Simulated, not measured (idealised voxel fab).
Name of the process module below: voxel wiring stack
The cross-section shown here is cut; it is 245 nm wide and divided into square cells measuring 5 nm on a side.
Bands, listed from the top down, are how a cross-section gets written in this document; the cross-section itself is a grid of square cells, and a band is one or more rows of them. Per band: top height and bottom height in nm, followed by the left-to-right materials and their widths in nm; "full width" marks a single material spanning edge to edge, "blank" marks empty space. Height is counted from the level 0, under which the received wafer is composed throughout of one material. The lowest of the bands is not closed at the bottom but continues downward, in the notation "z 0 and below". The notation "30..40" denotes a width that varies across the rows of cells in the band, beginning at the first number in the top row, finishing at the second number in the bottom row, and changing by an identical amount from each row to the next. "stayed the same" means the step left every cell of the cross-section as it was. Under "Enclosed void list" you'll find the enclosed gaps, the ones with no way out to the top, that are 8 cells or bigger; each reads width x height at distance, with distance counted from the left edge, everything in nm. Step line, after settings: the simulator's comment on this step. "overlay nm" answers the question of how far to the right of plan the mask lay on a step that has a mask, and when it is negative the answer is to the left.
Planned step list for the process:
step 1: RECEIVE | material Si
step 2: CONFORMAL_DEP | material SiO2 | thk nm 15
step 3: DIRECTIONAL_DEP | material TiN | thk nm 5
step 4: DIRECTIONAL_DEP | material Ru | thk nm 15
step 5: MASKED_ETCH | tone cover | mask id METAL_1 | width nm 30 | pitch nm 60 | etch materials Ru | depth nm 15 | overlay nm 0
step 6: MASKED_ETCH | tone cover | mask id METAL_1 | width nm 30 | pitch nm 60 | etch materials TiN | depth nm 5 | overlay nm 0
step 7: CONFORMAL_DEP | material SiCN | thk nm 5
step 8: FILL_DEP | material SiO2 | thk nm 5
step 9: CMP | height nm 35
step 10: CONFORMAL_DEP | material SiCN | thk nm 5
step 11: DIRECTIONAL_DEP | material lowk | thk nm 25
step 12: PATTERN | tone open | mask id METAL_2 | material resist | width nm 30 | pitch nm 60 | thk nm 20 | overlay nm 0
step 13: DIRECTIONAL_ETCH | etch materials lowk | depth nm 15
step 14: STRIP | etch materials resist
step 15: PATTERN | tone open | mask id METAL_2_HOLES | material resist | width nm 15 | pitch nm 120 | thk nm 15 | overlay nm 0
step 16: DIRECTIONAL_ETCH | etch materials lowk | depth nm 10
step 17: DIRECTIONAL_ETCH | etch materials SiCN | depth nm 5
step 18: STRIP | etch materials resist
step 19: CONFORMAL_DEP | material TiN | thk nm 5
step 20: FILL_DEP | material Cu | thk nm 5
step 21: CMP | height nm 65
step 22: CONFORMAL_DEP | material SiCN | thk nm 5
step 23: DIRECTIONAL_DEP | material SiO2 | thk nm 30
step 24: MASKED_ETCH | tone open | mask id METAL_3 | width nm 30 | pitch nm 60 | etch materials SiO2 | depth nm 15 | overlay nm 0
step 25: DIRECTIONAL_DEP | material aC | thk nm 10
step 26: PATTERN | tone open | mask id METAL_3_HOLES | material resist | width nm 15 | pitch nm 120 | thk nm 25 | overlay nm 0
step 27: DIRECTIONAL_ETCH | etch materials aC | depth nm 10
step 28: STRIP | etch materials resist
step 29: DIRECTIONAL_ETCH | etch materials SiO2 | depth nm 15
step 30: DIRECTIONAL_ETCH | etch materials SiCN | depth nm 5
step 31: STRIP | etch materials aC
step 32: CONFORMAL_DEP | material TiN | thk nm 5
step 33: FILL_DEP | material Cu | thk nm 10
step 34: CMP | height nm 100
step 35: CONFORMAL_DEP | material SiCN | thk nm 5
step 36: DIRECTIONAL_DEP | material lowk | thk nm 10
step 37: MASKED_ETCH | tone open | mask id PLUG_3 | width nm 15 | pitch nm 60 | etch materials lowk | depth nm 10 | overlay nm 0
step 38: MASKED_ETCH | tone open | mask id PLUG_3 | width nm 15 | pitch nm 60 | etch materials SiCN | depth nm 5 | overlay nm 0
step 39: CONFORMAL_DEP | material TiN | thk nm 5
step 40: FILL_DEP | material Cu | thk nm 5
step 41: CMP | height nm 115
step 42: CONFORMAL_DEP | material SiN | thk nm 5
step 43: DIRECTIONAL_DEP | material SiO2 | thk nm 25
step 44: PATTERN | tone open | mask id METAL_4 | material resist | width nm 30 | pitch nm 60 | thk nm 15 | overlay nm 0
step 45: DIRECTIONAL_ETCH | etch materials SiO2 | depth nm 25
step 46: DIRECTIONAL_ETCH | etch materials SiN | depth nm 5
step 47: STRIP | etch materials resist
step 48: CONFORMAL_DEP | material TiN | thk nm 5
step 49: FILL_DEP | material W | thk nm 10
step 50: CMP | height nm 145
step 51: EPI | material Ru | thk nm 5
step 52: FILL_DEP | material SiCN | thk nm 5
The plan's step 26 width nm is the first wafer's value; the wafers differ in this setting and start identical.
Cross-section of the first of several wafers as received (after step 1):
    z 0 and below  Si full width
    Enclosed void list: none
Per-wafer rows below. For each material: cells gained (+) or lost (-) since the wafer was received, as of end of module. Then: closed voids:
width nm 15, +68 Cu, +78 Ru, +249 SiCN, +31 SiN, +599 SiO2, +175 TiN, +60 W, +259 lowk, Enclosed void list: none
width nm 20, +76 Cu, +78 Ru, +247 SiCN, +31 SiN, +593 SiO2, +175 TiN, +60 W, +259 lowk, Enclosed void list: none
width nm 25, +80 Cu, +78 Ru, +247 SiCN, +31 SiN, +587 SiO2, +177 TiN, +60 W, +259 lowk, Enclosed void list: none
width nm 30, +88 Cu, +78 Ru, +245 SiCN, +31 SiN, +581 SiO2, +177 TiN, +60 W, +259 lowk, Enclosed void list: none
